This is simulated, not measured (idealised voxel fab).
process module | voxel capacitor over wiring
cross-section cut | 210 nm wide | cells 5 nm
A cross-section is a grid of square cells, given in bands from the top down. A band is one or more rows of cells.
Each band's line starts with the height of the band's top and of its bottom, in nm. Then come its materials from left to right, each with its width in nm. One material with "throughout" fills the band from edge to edge. "air" is empty space.
Height 0 is the level under which the wafer as received is all one material. The lowest band goes on downwards, as in "0 down".
A width such as "30 to 40" changes by the same amount from each row of cells to the next, from the band's top row to its bottom row.
"no change" after a step means that no cell of the cross-section changed.
closed voids: empty space of 8 cells or more with no open way to the top, each as width x height at its distance from the left edge, in nm
after a step's settings: what the simulator itself notes on the step
overlay nm, on a step with a mask: how far to the right of its planned place the mask lay; to the left if negative
plan
1 op RECEIVE | material Si
2 op CONFORMAL_DEP | material SiO2 | thk nm 15
3 op DIRECTIONAL_DEP | material TiN | thk nm 5
4 op DIRECTIONAL_DEP | material W | thk nm 20
5 op PATTERN | tone cover | mask id METAL_1 | material resist | width nm 25 | pitch nm 85 | thk nm 15 | overlay nm 0
6 op DIRECTIONAL_ETCH | etch materials W | depth nm 20
7 op DIRECTIONAL_ETCH | etch materials TiN | depth nm 5
8 op STRIP | etch materials resist
9 op CONFORMAL_DEP | material SiN | thk nm 5
10 op FILL_DEP | material lowk | thk nm 5
11 op CMP | height nm 40
12 op CONFORMAL_DEP | material SiCN | thk nm 5
13 op DIRECTIONAL_DEP | material lowk | thk nm 15
14 op DIRECTIONAL_DEP | material aC | thk nm 15
15 op PATTERN | tone open | mask id PLUG_1 | material resist | width nm 15 | thk nm 30 | overlay nm 0
16 op DIRECTIONAL_ETCH | etch materials aC | depth nm 15
17 op STRIP | etch materials resist
18 op DIRECTIONAL_ETCH | etch materials lowk | depth nm 15
19 op DIRECTIONAL_ETCH | etch materials SiCN | depth nm 5
20 op STRIP | etch materials aC
21 op EPI | material Ru | thk nm 10
22 op EPI | material Ru | thk nm 10
23 op DIRECTIONAL_DEP | material TiN | thk nm 10
24 op DIRECTIONAL_DEP | material SiN | thk nm 5
25 op DIRECTIONAL_DEP | material TiN | thk nm 5
26 op PATTERN | tone cover | mask id UPPER_PLATE | material resist | width nm 65 | thk nm 15 | overlay nm 0
27 op DIRECTIONAL_ETCH | etch materials TiN | depth nm 5
28 op DIRECTIONAL_ETCH | etch materials SiN | depth nm 5
29 op STRIP | etch materials resist
30 op PATTERN | tone cover | mask id LOWER_PLATE | material resist | width nm 75 | thk nm 20 | overlay nm 0
31 op DIRECTIONAL_ETCH | etch materials TiN | depth nm 10
32 op STRIP | etch materials resist
33 op FILL_DEP | material SiO2 | thk nm 15
34 op CMP | height nm 90
35 op DIRECTIONAL_DEP | material aC | thk nm 10
36 op PATTERN | tone open | mask id PLUG_2 | material resist | width nm 15 | thk nm 30 | overlay nm 0
37 op DIRECTIONAL_ETCH | etch materials aC | depth nm 10
38 op STRIP | etch materials resist
39 op DIRECTIONAL_ETCH | etch materials SiO2 | depth nm 10
40 op STRIP | etch materials aC
41 op CONFORMAL_DEP | material TiN | thk nm 5
42 op FILL_DEP | material Ru | thk nm 10
43 op CMP | height nm 90
44 op CONFORMAL_DEP | material SiCN | thk nm 5
first wafer, as planned
as received, after step 1
  0 down: Si throughout
  closed voids: none
after step 2
  15 to 0: SiO2 throughout
  below 0: unchanged
after step 3
  20 to 15: TiN throughout
  below 15: unchanged
after step 4
  40 to 20: W throughout
  below 20: unchanged
after step 5
  55 to 40: air 50 | resist 25 | air 60 | resist 25 | air 50
  below 40: unchanged
after step 6
  55 to 40: air 50 | resist 25 | air 60 | resist 25 | air 50
  40 to 20: air 50 | W 25 | air 60 | W 25 | air 50
  below 20: unchanged
after step 7
  55 to 40: air 50 | resist 25 | air 60 | resist 25 | air 50
  40 to 20: air 50 | W 25 | air 60 | W 25 | air 50
  20 to 15: air 50 | TiN 25 | air 60 | TiN 25 | air 50
  below 15: unchanged
after step 8
  40 to 20: air 50 | W 25 | air 60 | W 25 | air 50
  below 20: unchanged
after step 9
  45 to 40: air 45 | SiN 35 | air 50 | SiN 35 | air 45
  40 to 20: air 45 | SiN 5 | W 25 | SiN 5 | air 50 | SiN 5 | W 25 | SiN 5 | air 45
  20 to 15: SiN 50 | TiN 25 | SiN 60 | TiN 25 | SiN 50
  below 15: unchanged
after step 10
  50 to 45: lowk throughout
  45 to 40: lowk 45 | SiN 35 | lowk 50 | SiN 35 | lowk 45
  40 to 20: lowk 45 | SiN 5 | W 25 | SiN 5 | lowk 50 | SiN 5 | W 25 | SiN 5 | lowk 45
  below 20: unchanged
after step 11
  40 to 20: lowk 45 | SiN 5 | W 25 | SiN 5 | lowk 50 | SiN 5 | W 25 | SiN 5 | lowk 45
  below 20: unchanged
after step 12
  45 to 40: SiCN throughout
  below 40: unchanged
after step 13
  60 to 45: lowk throughout
  below 45: unchanged
after step 14
  75 to 60: aC throughout
  below 60: unchanged
after step 15
  105 to 75: resist 60 | air 15 | resist 135
  below 75: unchanged
after step 16
  90 to 75: resist 60 | air 15 | resist 135
  75 to 60: aC 60 | air 15 | aC 135
  below 60: unchanged
after step 17
  75 to 60: aC 60 | air 15 | aC 135
  below 60: unchanged
after step 18
  75 to 60: aC 60 | air 15 | aC 135
  60 to 45: lowk 60 | air 15 | lowk 135
  below 45: unchanged
after step 19
  75 to 60: aC 60 | air 15 | aC 135
  60 to 45: lowk 60 | air 15 | lowk 135
  45 to 40: SiCN 60 | air 15 | SiCN 135
  below 40: unchanged
after step 20
  60 to 45: lowk 60 | air 15 | lowk 135
  below 45: unchanged
after step 21
  60 to 50: lowk 60 | air 15 | lowk 135
  50 to 45: lowk 60 | Ru 15 | lowk 135
  45 to 40: SiCN 60 | Ru 15 | SiCN 135
  below 40: unchanged
after step 22
  60 to 45: lowk 60 | Ru 15 | lowk 135
  below 45: unchanged
after step 23
  70 to 60: TiN throughout
  below 60: unchanged
after step 24
  75 to 70: SiN throughout
  below 70: unchanged
after step 25
  80 to 75: TiN throughout
  below 75: unchanged
after step 26
  95 to 80: air 60 | resist 65 | air 85
  below 80: unchanged
after step 27
  95 to 80: air 60 | resist 65 | air 85
  80 to 75: air 60 | TiN 65 | air 85
  below 75: unchanged
after step 28
  95 to 80: air 60 | resist 65 | air 85
  80 to 75: air 60 | TiN 65 | air 85
  75 to 70: air 60 | SiN 65 | air 85
  below 70: unchanged
after step 29
  80 to 75: air 60 | TiN 65 | air 85
  below 75: unchanged
after step 30
  100 to 80: air 55 | resist 75 | air 80
  80 to 75: air 55 | resist 5 | TiN 65 | resist 5 | air 80
  75 to 70: air 55 | resist 5 | SiN 65 | resist 5 | air 80
  below 70: unchanged
after step 31
  100 to 80: air 55 | resist 75 | air 80
  80 to 75: air 55 | resist 5 | TiN 65 | resist 5 | air 80
  75 to 70: air 55 | resist 5 | SiN 65 | resist 5 | air 80
  70 to 60: air 55 | TiN 75 | air 80
  below 60: unchanged
after step 32
  80 to 75: air 60 | TiN 65 | air 85
  75 to 70: air 60 | SiN 65 | air 85
  below 70: unchanged
after step 33
  95 to 80: SiO2 throughout
  80 to 75: SiO2 60 | TiN 65 | SiO2 85
  75 to 70: SiO2 60 | SiN 65 | SiO2 85
  70 to 60: SiO2 55 | TiN 75 | SiO2 80
  below 60: unchanged
after step 34
  90 to 80: SiO2 throughout
  below 80: unchanged
after step 35
  100 to 90: aC throughout
  below 90: unchanged
after step 36
  130 to 100: resist 70 | air 15 | resist 125
  below 100: unchanged
after step 37
  120 to 100: resist 70 | air 15 | resist 125
  100 to 90: aC 70 | air 15 | aC 125
  below 90: unchanged
after step 38
  100 to 90: aC 70 | air 15 | aC 125
  below 90: unchanged
after step 39
  100 to 90: aC 70 | air 15 | aC 125
  90 to 80: SiO2 70 | air 15 | SiO2 125
  below 80: unchanged
after step 40
  90 to 80: SiO2 70 | air 15 | SiO2 125
  below 80: unchanged
after step 41
  95 to 90: TiN 75 | air 5 | TiN 130
  90 to 85: SiO2 70 | TiN 5 | air 5 | TiN 5 | SiO2 125
  85 to 75: SiO2 70 to 60 | TiN 15 to 65 | SiO2 125 to 85
  below 75: unchanged
after step 42
  105 to 95: Ru throughout
  95 to 90: TiN 75 | Ru 5 | TiN 130
  90 to 85: SiO2 70 | TiN 5 | Ru 5 | TiN 5 | SiO2 125
  below 85: unchanged
after step 43
  90 to 85: SiO2 70 | TiN 5 | Ru 5 | TiN 5 | SiO2 125
  below 85: unchanged
after step 44
  95 to 90: SiCN throughout
  below 90: unchanged
second wafer: like start, like plan, one mistake. Through step 2 it matches the first wafer
when step 3 should have ended
  35 to 15: W throughout
  below 15: unchanged
when step 4 should have ended
  40 to 35: TiN throughout
  below 35: unchanged
when step 5 should have ended
  55 to 40: air 50 | resist 25 | air 60 | resist 25 | air 50
  below 40: unchanged
when step 6 should have ended: no change
when step 7 should have ended
  55 to 40: air 50 | resist 25 | air 60 | resist 25 | air 50
  40 to 35: air 50 | TiN 25 | air 60 | TiN 25 | air 50
  below 35: unchanged
when step 8 should have ended
  40 to 35: air 50 | TiN 25 | air 60 | TiN 25 | air 50
  below 35: unchanged
when step 9 should have ended
  45 to 40: air 45 | SiN 35 | air 50 | SiN 35 | air 45
  40 to 35: SiN 50 | TiN 25 | SiN 60 | TiN 25 | SiN 50
  below 35: unchanged
when step 10 should have ended
  50 to 45: lowk throughout
  45 to 40: lowk 45 | SiN 35 | lowk 50 | SiN 35 | lowk 45
  below 40: unchanged
when step 11 should have ended
  40 to 35: SiN 50 | TiN 25 | SiN 60 | TiN 25 | SiN 50
  below 35: unchanged
when step 12 should have ended
  45 to 40: SiCN throughout
  below 40: unchanged
when step 13 should have ended
  60 to 45: lowk throughout
  below 45: unchanged
when step 14 should have ended
  75 to 60: aC throughout
  below 60: unchanged
when step 15 should have ended
  105 to 75: resist 60 | air 15 | resist 135
  below 75: unchanged
when step 16 should have ended
  90 to 75: resist 60 | air 15 | resist 135
  75 to 60: aC 60 | air 15 | aC 135
  below 60: unchanged
when step 17 should have ended
  75 to 60: aC 60 | air 15 | aC 135
  below 60: unchanged
when step 18 should have ended
  75 to 60: aC 60 | air 15 | aC 135
  60 to 45: lowk 60 | air 15 | lowk 135
  below 45: unchanged
when step 19 should have ended
  75 to 60: aC 60 | air 15 | aC 135
  60 to 45: lowk 60 | air 15 | lowk 135
  45 to 40: SiCN 60 | air 15 | SiCN 135
  below 40: unchanged
when step 20 should have ended
  60 to 45: lowk 60 | air 15 | lowk 135
  below 45: unchanged
when step 21 should have ended
  60 to 50: lowk 60 | air 15 | lowk 135
  50 to 45: lowk 60 | Ru 15 | lowk 135
  45 to 40: SiCN 60 | Ru 15 | SiCN 135
  below 40: unchanged
when step 22 should have ended
  60 to 45: lowk 60 | Ru 15 | lowk 135
  below 45: unchanged
when step 23 should have ended
  70 to 60: TiN throughout
  below 60: unchanged
when step 24 should have ended
  75 to 70: SiN throughout
  below 70: unchanged
when step 25 should have ended
  80 to 75: TiN throughout
  below 75: unchanged
when step 26 should have ended
  95 to 80: air 60 | resist 65 | air 85
  below 80: unchanged
when step 27 should have ended
  95 to 80: air 60 | resist 65 | air 85
  80 to 75: air 60 | TiN 65 | air 85
  below 75: unchanged
when step 28 should have ended
  95 to 80: air 60 | resist 65 | air 85
  80 to 75: air 60 | TiN 65 | air 85
  75 to 70: air 60 | SiN 65 | air 85
  below 70: unchanged
when step 29 should have ended
  80 to 75: air 60 | TiN 65 | air 85
  below 75: unchanged
when step 30 should have ended
  100 to 80: air 55 | resist 75 | air 80
  80 to 75: air 55 | resist 5 | TiN 65 | resist 5 | air 80
  75 to 70: air 55 | resist 5 | SiN 65 | resist 5 | air 80
  below 70: unchanged
when step 31 should have ended
  100 to 80: air 55 | resist 75 | air 80
  80 to 75: air 55 | resist 5 | TiN 65 | resist 5 | air 80
  75 to 70: air 55 | resist 5 | SiN 65 | resist 5 | air 80
  70 to 60: air 55 | TiN 75 | air 80
  below 60: unchanged
when step 32 should have ended
  80 to 75: air 60 | TiN 65 | air 85
  75 to 70: air 60 | SiN 65 | air 85
  below 70: unchanged
when step 33 should have ended
  95 to 80: SiO2 throughout
  80 to 75: SiO2 60 | TiN 65 | SiO2 85
  75 to 70: SiO2 60 | SiN 65 | SiO2 85
  70 to 60: SiO2 55 | TiN 75 | SiO2 80
  below 60: unchanged
when step 34 should have ended
  90 to 80: SiO2 throughout
  below 80: unchanged
when step 35 should have ended
  100 to 90: aC throughout
  below 90: unchanged
when step 36 should have ended
  130 to 100: resist 70 | air 15 | resist 125
  below 100: unchanged
when step 37 should have ended
  120 to 100: resist 70 | air 15 | resist 125
  100 to 90: aC 70 | air 15 | aC 125
  below 90: unchanged
when step 38 should have ended
  100 to 90: aC 70 | air 15 | aC 125
  below 90: unchanged
when step 39 should have ended
  100 to 90: aC 70 | air 15 | aC 125
  90 to 80: SiO2 70 | air 15 | SiO2 125
  below 80: unchanged
when step 40 should have ended
  90 to 80: SiO2 70 | air 15 | SiO2 125
  below 80: unchanged
when step 41 should have ended
  95 to 90: TiN 75 | air 5 | TiN 130
  90 to 85: SiO2 70 | TiN 5 | air 5 | TiN 5 | SiO2 125
  85 to 75: SiO2 70 to 60 | TiN 15 to 65 | SiO2 125 to 85
  below 75: unchanged
when step 42 should have ended
  105 to 95: Ru throughout
  95 to 90: TiN 75 | Ru 5 | TiN 130
  90 to 85: SiO2 70 | TiN 5 | Ru 5 | TiN 5 | SiO2 125
  below 85: unchanged
when step 43 should have ended
  90 to 85: SiO2 70 | TiN 5 | Ru 5 | TiN 5 | SiO2 125
  below 85: unchanged
when step 44 should have ended
  95 to 90: SiCN throughout
  below 90: unchanged
what went wrong: steps 3 and 4 were swapped
at the end the second wafer has, in cells: 16 fewer of SiN | 128 more of W | 112 fewer of lowk
